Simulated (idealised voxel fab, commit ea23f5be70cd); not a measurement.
process module | voxel trench capacitor
cross-section cut | 180 nm wide | cells 5 nm
A cross-section is a grid of square cells, given in bands from the top down. A band is one or more rows of cells.
Each band's line starts with the height of the band's top and of its bottom, in nm. Then come its materials from left to right, each with its width in nm. One material with "throughout" fills the band from edge to edge. "air" is empty space.
Height 0 is the level under which the wafer as received is all one material. The lowest band goes on downwards, as in "0 down".
A width such as "30 to 40" changes by the same amount from each row of cells to the next, from the band's top row to its bottom row.
"no change" after a step means that no cell of the cross-section changed.
closed voids: empty space of 8 cells or more with no open way to the top, each as width x height at its distance from the left edge, in nm
after a step's settings: what the simulator itself notes on the step
overlay nm, on a step with a mask: how far to the right of its planned place the mask lay; to the left if negative
plan
1 op RECEIVE | material Si
2 op CONFORMAL_DEP | material SiN | thk nm 10
3 op DIRECTIONAL_DEP | material aC | thk nm 10
4 op PATTERN | tone open | mask id TRENCH | material resist | width nm 25 | pitch nm 55 | thk nm 25 | overlay nm 0
5 op DIRECTIONAL_ETCH | etch materials aC | depth nm 10
6 op STRIP | etch materials resist
7 op DIRECTIONAL_ETCH | etch materials SiN | depth nm 10
8 op DIRECTIONAL_ETCH | etch materials Si | depth nm 40
9 op STRIP | etch materials aC
10 op CONFORMAL_DEP | material SiO2 | thk nm 5
11 op FILL_DEP | material polySi | thk nm 10
12 op CMP | height nm 10
as received, after step 1
  0 down: Si throughout
  closed voids: none
a wafer at the end: this start, this plan, one mistake
  10 to 0: polySi 45 | SiO2 5 | SiN 25 | SiO2 5 | polySi 20 | SiO2 5 | SiN 25 | SiO2 5 | polySi 45
  0 to -35: polySi 45 | SiO2 5 | Si 25 | SiO2 5 | polySi 20 | SiO2 5 | Si 25 | SiO2 5 | polySi 45
  -35 to -40: SiO2 50 | Si 25 | SiO2 30 | Si 25 | SiO2 50
  -40 down: Si throughout
  closed voids: none
what went wrong: step 4 ran as: op PATTERN | tone cover | mask id TRENCH | material resist | width nm 25 | pitch nm 55 | thk nm 25 | overlay nm 0
